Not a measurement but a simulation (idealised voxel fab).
process module | voxel transistor to metal
cross-section cut | 285 nm wide | cells 5 nm
A cross-section is a grid of square cells, given in bands from the top down. A band is one or more rows of cells.
Each band's line starts with the height of the band's top and of its bottom, in nm. Then come its materials from left to right, each with its width in nm. One material with "throughout" fills the band from edge to edge. "air" is empty space.
Height 0 is the level under which the wafer as received is all one material. The lowest band goes on downwards, as in "0 down".
A width such as "30 to 40" changes by the same amount from each row of cells to the next, from the band's top row to its bottom row.
"no change" after a step means that no cell of the cross-section changed.
closed voids: empty space of 8 cells or more with no open way to the top, each as width x height at its distance from the left edge, in nm
after a step's settings: what the simulator itself notes on the step
overlay nm, on a step with a mask: how far to the right of its planned place the mask lay; to the left if negative
plan
1 op RECEIVE | material Si
2 op CONFORMAL_DEP | material SiO2 | thk nm 5
3 op CONFORMAL_DEP | material SiN | thk nm 10
4 op PATTERN | tone cover | mask id ACTIVE | material resist | width nm 105 | pitch nm 135 | thk nm 20 | overlay nm 0
5 op DIRECTIONAL_ETCH | etch materials SiN | depth nm 10
6 op DIRECTIONAL_ETCH | etch materials SiO2 | depth nm 5
7 op DIRECTIONAL_ETCH | etch materials Si | depth nm 35
8 op STRIP | etch materials resist
9 op OXIDIZE | depth nm 5
10 op FILL_DEP | material SiO2 | thk nm 10
11 op CMP | height nm 15
12 op SELECTIVE_ETCH | etch materials SiO2 | depth nm 10
13 op STRIP | etch materials SiN
14 op SELECTIVE_ETCH | etch materials SiO2 | depth nm 5
15 op OXIDIZE | depth nm 5
16 op DIRECTIONAL_DEP | material polySi | thk nm 25
17 op DIRECTIONAL_DEP | material SiCN | thk nm 15
18 op MASKED_ETCH | tone cover | mask id GATE | width nm 25 | pitch nm 135 | etch materials SiCN | depth nm 25 | overlay nm 0
19 op MASKED_ETCH | tone cover | mask id GATE | width nm 25 | pitch nm 135 | etch materials polySi | depth nm 35 | overlay nm 0
20 op CONFORMAL_DEP | material SiN | thk nm 5
21 op DIRECTIONAL_ETCH | etch materials SiN | depth nm 5
22 op DIRECTIONAL_ETCH | etch materials SiO2 | depth nm 5
23 op DIRECTIONAL_ETCH | etch materials Si | depth nm 10
24 op EPI | material nSi | thk nm 10
25 op FILL_DEP | material SiO2 | thk nm 5
26 op CMP | height nm 40
27 op DIRECTIONAL_DEP | material SiO2 | thk nm 15
28 op PATTERN | tone open | mask id CONTACT | material resist | width nm 15 | thk nm 20 | overlay nm 0
29 op DIRECTIONAL_ETCH | etch materials SiO2 | depth nm 60
30 op STRIP | etch materials resist
31 op CONFORMAL_DEP | material TiN | thk nm 5
32 op FILL_DEP | material W | thk nm 5
33 op CMP | height nm 55
34 op CONFORMAL_DEP | material SiCN | thk nm 5
35 op DIRECTIONAL_DEP | material lowk | thk nm 25
36 op PATTERN | tone open | mask id METAL_1 | material resist | width nm 15 | thk nm 15 | overlay nm -10
37 op DIRECTIONAL_ETCH | etch materials lowk | depth nm 25
38 op DIRECTIONAL_ETCH | etch materials SiCN | depth nm 5
39 op STRIP | etch materials resist
40 op CONFORMAL_DEP | material TiN | thk nm 5
41 op FILL_DEP | material Ru | thk nm 10
42 op CMP | height nm 85
43 op CONFORMAL_DEP | material SiCN | thk nm 5
varied across the wafers: overlay nm of step 36. The plan shows the first wafer's value. All wafers start alike
first wafer as received, after step 1
  0 down: Si throughout
  closed voids: none
each wafer at the end: cells of each material gained (+) or lost (-) since it was received, then its closed voids
overlay nm -10 | +20 Ru | -238 Si | +132 SiCN | +32 SiN | +545 SiO2 | +152 TiN | +44 W | +225 lowk | +64 nSi | +50 polySi | closed voids: none
overlay nm -5 | +20 Ru | -238 Si | +132 SiCN | +32 SiN | +545 SiO2 | +152 TiN | +44 W | +225 lowk | +64 nSi | +50 polySi | closed voids: none
overlay nm 0 | +20 Ru | -238 Si | +132 SiCN | +32 SiN | +545 SiO2 | +152 TiN | +44 W | +225 lowk | +64 nSi | +50 polySi | closed voids: none
overlay nm 5 | +20 Ru | -238 Si | +132 SiCN | +32 SiN | +545 SiO2 | +152 TiN | +44 W | +225 lowk | +64 nSi | +50 polySi | closed voids: none
overlay nm 10 | +20 Ru | -238 Si | +132 SiCN | +32 SiN | +545 SiO2 | +152 TiN | +44 W | +225 lowk | +64 nSi | +50 polySi | closed voids: none
overlay nm 15 | +20 Ru | -238 Si | +132 SiCN | +32 SiN | +545 SiO2 | +152 TiN | +44 W | +225 lowk | +64 nSi | +50 polySi | closed voids: none
